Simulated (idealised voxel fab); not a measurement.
process module | voxel quadruple lines
cross-section cut | 275 nm wide | cells 5 nm
A cross-section is a grid of square cells, given in bands from the top down. A band is one or more rows of cells.
Each band's line starts with the height of the band's top and of its bottom, in nm. Then come its materials from left to right, each with its width in nm. One material with "throughout" fills the band from edge to edge. "air" is empty space.
Height 0 is the level under which the wafer as received is all one material. The lowest band goes on downwards, as in "0 down".
A width such as "30 to 40" changes by the same amount from each row of cells to the next, from the band's top row to its bottom row.
"no change" after a step means that no cell of the cross-section changed.
closed voids: empty space of 8 cells or more with no open way to the top, each as width x height at its distance from the left edge, in nm
after a step's settings: what the simulator itself notes on the step
overlay nm, on a step with a mask: how far to the right of its planned place the mask lay; to the left if negative
plan
1 op RECEIVE | material Si
2 op CONFORMAL_DEP | material SiO2 | thk nm 10
3 op DIRECTIONAL_DEP | material Ru | thk nm 10
4 op DIRECTIONAL_DEP | material polySi | thk nm 15
5 op DIRECTIONAL_DEP | material aC | thk nm 25
6 op PATTERN | tone cover | mask id MANDREL | material resist | width nm 25 | thk nm 35 | overlay nm 0
7 op DIRECTIONAL_ETCH | etch materials aC | depth nm 25
8 op STRIP | etch materials resist
9 op CONFORMAL_DEP | material SiO2 | thk nm 15
10 op DIRECTIONAL_ETCH | etch materials SiO2 | depth nm 15
11 op STRIP | etch materials aC
12 op DIRECTIONAL_ETCH | etch materials polySi | depth nm 15
13 op STRIP | etch materials SiO2
14 op CONFORMAL_DEP | material SiCN | thk nm 5
15 op DIRECTIONAL_ETCH | etch materials SiCN | depth nm 5
16 op STRIP | etch materials polySi
17 op DIRECTIONAL_ETCH | etch materials Ru | depth nm 10
18 op STRIP | etch materials SiCN
as received, after step 1
  0 down: Si throughout
  closed voids: none
first wafer at the end, as planned
  20 to 10: air 105 | Ru 5 | air 15 | Ru 5 | air 15 | Ru 5 | air 15 | Ru 5 | air 105
  10 to 0: SiO2 throughout
  0 down: Si throughout
  closed voids: none
second wafer at the end: like start, like plan, one mistake
  10 to 0: air 105 | Ru 5 | air 15 | Ru 5 | air 15 | Ru 5 | air 15 | Ru 5 | air 105
  0 down: Si throughout
  closed voids: none
what went wrong: step 2 was left out
at the end the second wafer has, in cells: 110 fewer of SiO2
